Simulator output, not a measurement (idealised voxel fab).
Module name: voxel tone inversion (process module)
225 nm wide, 5 nm square cells: that's cross-section cut.
We lay out every cross-section as a grid of square cells and spell it out in bands from the top down, where one band means one or more rows of cells. Band entry format. Leading values: height of top, height of bottom, nm. Remainder: materials in left-to-right order, each with its width in nm. Special words: "everywhere" on a single material, which then fills the band edge to edge; "empty", empty space. For the purposes of this specification, 0 denotes the height below which the wafer in its as-received condition is composed wholly of one material, and the lowermost band, lacking a lower limit, extends downward without end, as expressed in "0 down". You'd read "30->40" like this: the band's top row of cells is as wide as the first number, its bottom row is as wide as the second, and going down, every row changes width by the same amount as the row before did. "no modification" (step): cross-section cells unchanged, all of them. You'll see "Enclosed void catalog" listing empty spaces that have no way open to the top, as long as they're 8 cells or more; the notation is width x height at distance, where the distance is from the left edge, and all of it is in nm. Formally, on a step line, whatever follows the settings is a remark that the simulator itself makes on the step. "overlay nm" answers the question of how far to the right of plan the mask lay on a step that has a mask, and when it is negative the answer is to the left.
Process steps foreseen in the plan
1. RECEIVE: material Si
2. CONFORMAL_DEP: material SiCN, thk nm 10
3. DIRECTIONAL_DEP: material aC, thk nm 15
4. PATTERN: tone cover, mask id POSTS, material resist, width nm 20, pitch nm 40, thk nm 20, overlay nm 0
5. DIRECTIONAL_ETCH: etch materials aC, depth nm 15
6. STRIP: etch materials resist
7. FILL_DEP: material SiO2, thk nm 10
8. CMP: height nm 25
9. STRIP: etch materials aC
10. CONFORMAL_DEP: material TiN, thk nm 5
11. FILL_DEP: material W, thk nm 10
12. CMP: height nm 25
13. CONFORMAL_DEP: material SiN, thk nm 5
Cross-sectional view of the wafer in its as-received condition, corresponding to the state after step 1
0 down = Si everywhere
Enclosed void catalog: none
The first of two wafers, cross-sectioned at the end of the module, with the run proceeding as planned
30 to 25 = SiN everywhere
25 to 15 = 40 of SiO2 / 5 of TiN / 10 of W / 5 of TiN / 20 of SiO2 / 5 of TiN / 10 of W / 5 of TiN / 20 of SiO2 / 5 of TiN / 10 of W / 5 of TiN / 20 of SiO2 / 5 of TiN / 10 of W / 5 of TiN / 45 of SiO2
15 to 10 = 40 of SiO2 / 20 of TiN / 20 of SiO2 / 20 of TiN / 20 of SiO2 / 20 of TiN / 20 of SiO2 / 20 of TiN / 45 of SiO2
10 to 0 = SiCN everywhere
0 down = Si everywhere
Enclosed void catalog: none
What the second wafer looks like in cross-section once the module is done. Its start and its plan matched the first wafer's exactly; what differed was one mistake in how it was run
30 to 25 = SiN everywhere
25 to 15 = SiO2 everywhere
15 to 0 = 40 of SiO2 / 20 of aC / 20 of SiO2 / 20 of aC / 20 of SiO2 / 20 of aC / 20 of SiO2 / 20 of aC / 45 of SiO2
0 down = Si everywhere
Enclosed void catalog: none
Heads up, the wafer didn't run the way we planned it: the plan's step 2 went unexecuted, having been skipped
The second wafer ends with more or fewer cells of some materials than the first, per final count: SiCN: 90 fewer; SiO2: 90 more; TiN: 32 fewer; W: 16 fewer; aC: 48 more
